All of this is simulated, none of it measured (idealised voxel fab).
process module | voxel wiring stack
cross-section cut | 165 nm wide | cells 5 nm
A cross-section is a grid of square cells, given in bands from the top down. A band is one or more rows of cells.
Each band's line starts with the height of the band's top and of its bottom, in nm. Then come its materials from left to right, each with its width in nm. One material with "throughout" fills the band from edge to edge. "air" is empty space.
Height 0 is the level under which the wafer as received is all one material. The lowest band goes on downwards, as in "0 down".
A width such as "30 to 40" changes by the same amount from each row of cells to the next, from the band's top row to its bottom row.
"no change" after a step means that no cell of the cross-section changed.
closed voids: empty space of 8 cells or more with no open way to the top, each as width x height at its distance from the left edge, in nm
after a step's settings: what the simulator itself notes on the step
overlay nm, on a step with a mask: how far to the right of its planned place the mask lay; to the left if negative
plan
1 op RECEIVE | material Si
2 op CONFORMAL_DEP | material SiO2 | thk nm 15
3 op DIRECTIONAL_DEP | material TiN | thk nm 5
4 op DIRECTIONAL_DEP | material W | thk nm 15
5 op PATTERN | tone cover | mask id METAL_1 | material resist | width nm 30 | pitch nm 50 | thk nm 15 | overlay nm 0
6 op DIRECTIONAL_ETCH | etch materials W | depth nm 15
7 op DIRECTIONAL_ETCH | etch materials TiN | depth nm 5
8 op STRIP | etch materials resist
9 op FILL_DEP | material lowk | thk nm 5
10 op CMP | height nm 35
11 op CONFORMAL_DEP | material SiCN | thk nm 5
12 op DIRECTIONAL_DEP | material SiO2 | thk nm 25
13 op MASKED_ETCH | tone open | mask id METAL_2_HOLES | width nm 15 | pitch nm 50 | etch materials SiO2 | depth nm 25 | overlay nm 0
14 op PATTERN | tone open | mask id METAL_2 | material resist | width nm 30 | pitch nm 50 | thk nm 15 | overlay nm 0
15 op DIRECTIONAL_ETCH | etch materials SiO2 | depth nm 15
16 op DIRECTIONAL_ETCH | etch materials SiCN | depth nm 5
17 op STRIP | etch materials resist
18 op CONFORMAL_DEP | material TiN | thk nm 5
19 op FILL_DEP | material Cu | thk nm 5
20 op CMP | height nm 65
21 op CONFORMAL_DEP | material SiCN | thk nm 5
22 op DIRECTIONAL_DEP | material lowk | thk nm 20
23 op PATTERN | tone open | mask id PLUG_2 | material resist | width nm 15 | pitch nm 50 | thk nm 15 | overlay nm 0
24 op DIRECTIONAL_ETCH | etch materials lowk | depth nm 20
25 op DIRECTIONAL_ETCH | etch materials SiCN | depth nm 5
26 op STRIP | etch materials resist
27 op EPI | material Ru | thk nm 10
28 op EPI | material Ru | thk nm 10
29 op EPI | material Ru | thk nm 5
30 op DIRECTIONAL_DEP | material TiN | thk nm 5
31 op DIRECTIONAL_DEP | material Ru | thk nm 20
32 op MASKED_ETCH | tone cover | mask id METAL_3 | width nm 30 | pitch nm 50 | etch materials Ru | depth nm 20 | overlay nm 0
33 op MASKED_ETCH | tone cover | mask id METAL_3 | width nm 30 | pitch nm 50 | etch materials TiN | depth nm 5 | overlay nm 0
34 op FILL_DEP | material SiO2 | thk nm 5
35 op CMP | height nm 115
36 op CONFORMAL_DEP | material SiCN | thk nm 5
as received, after step 1
  0 down: Si throughout
  closed voids: none
a wafer at the end: this start, this plan, one mistake
  120 to 115: SiCN throughout
  115 to 95: Ru 40 | SiO2 30 | Ru 20 | SiO2 30 | Ru 45
  95 to 90: TiN throughout
  90 to 70: lowk 40 | Ru 15 | lowk 35 | Ru 15 | lowk 60
  70 to 65: SiCN 40 | Ru 15 | SiCN 35 | Ru 15 | SiCN 60
  65 to 55: SiO2 40 | TiN 5 | Cu 20 | TiN 5 | SiO2 20 | TiN 5 | Cu 20 | TiN 5 | SiO2 45
  55 to 50: SiO2 40 | TiN 5 | Cu 5 | TiN 20 | SiO2 20 | TiN 5 | Cu 5 | TiN 20 | SiO2 45
  50 to 40: SiO2 40 | TiN 5 | Cu 5 | TiN 5 | SiO2 35 | TiN 5 | Cu 5 | TiN 5 | SiO2 60
  40 to 35: SiCN 40 | TiN 15 | SiCN 35 | TiN 15 | SiCN 60
  35 to 20: lowk 40 | W 30 | lowk 20 | W 30 | lowk 45
  20 to 15: lowk 40 | TiN 30 | lowk 20 | TiN 30 | lowk 45
  15 to 0: SiO2 throughout
  0 down: Si throughout
  closed voids: none
what went wrong: step 32 ran as: op MASKED_ETCH | tone open | mask id METAL_3 | width nm 30 | pitch nm 50 | etch materials Ru | depth nm 20 | overlay nm 0
